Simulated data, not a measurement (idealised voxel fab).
process module | voxel plated lines
cross-section cut | 270 nm wide | cells 5 nm
A cross-section is a grid of square cells, given in bands from the top down. A band is one or more rows of cells.
Each band's line starts with the height of the band's top and of its bottom, in nm. Then come its materials from left to right, each with its width in nm. One material with "throughout" fills the band from edge to edge. "air" is empty space.
Height 0 is the level under which the wafer as received is all one material. The lowest band goes on downwards, as in "0 down".
A width such as "30 to 40" changes by the same amount from each row of cells to the next, from the band's top row to its bottom row.
"no change" after a step means that no cell of the cross-section changed.
closed voids: empty space of 8 cells or more with no open way to the top, each as width x height at its distance from the left edge, in nm
after a step's settings: what the simulator itself notes on the step
overlay nm, on a step with a mask: how far to the right of its planned place the mask lay; to the left if negative
plan
1 op RECEIVE | material Si
2 op CONFORMAL_DEP | material SiO2 | thk nm 15
3 op DIRECTIONAL_DEP | material TiN | thk nm 5
4 op PATTERN | tone open | mask id LINES | material resist | width nm 15 | pitch nm 35 | thk nm 15 | overlay nm 0
5 op EPI | material Ru | thk nm 10
6 op STRIP | etch materials resist
7 op DIRECTIONAL_ETCH | etch materials TiN | depth nm 5
8 op CONFORMAL_DEP | material SiO2 | thk nm 10
as received, after step 1
  0 down: Si throughout
  closed voids: none
first wafer at the end, as planned
  40 to 30: air 80 | SiO2 105 | air 85
  30 to 25: air 80 | SiO2 10 | Ru 15 | SiO2 20 | Ru 15 | SiO2 20 | Ru 15 | SiO2 10 | air 85
  25 to 20: SiO2 90 | Ru 15 | SiO2 20 | Ru 15 | SiO2 20 | Ru 15 | SiO2 95
  20 to 15: SiO2 90 | TiN 15 | SiO2 20 | TiN 15 | SiO2 20 | TiN 15 | SiO2 95
  15 to 0: SiO2 throughout
  0 down: Si throughout
  closed voids: none
second wafer at the end: like start, like plan, one mistake
  55 to 45: air 80 | SiO2 105 | air 85
  45 to 40: air 80 | SiO2 10 | Ru 15 | SiO2 20 | Ru 15 | SiO2 20 | Ru 15 | SiO2 10 | air 85
  40 to 35: SiO2 90 | Ru 15 | SiO2 20 | Ru 15 | SiO2 20 | Ru 15 | SiO2 95
  35 to 30: SiO2 90 | TiN 15 | SiO2 20 | TiN 15 | SiO2 20 | TiN 15 | SiO2 95
  30 to 0: SiO2 throughout
  0 down: Si throughout
  closed voids: none
what went wrong: step 2 was run twice
at the end the second wafer has, in cells: 162 more of SiO2
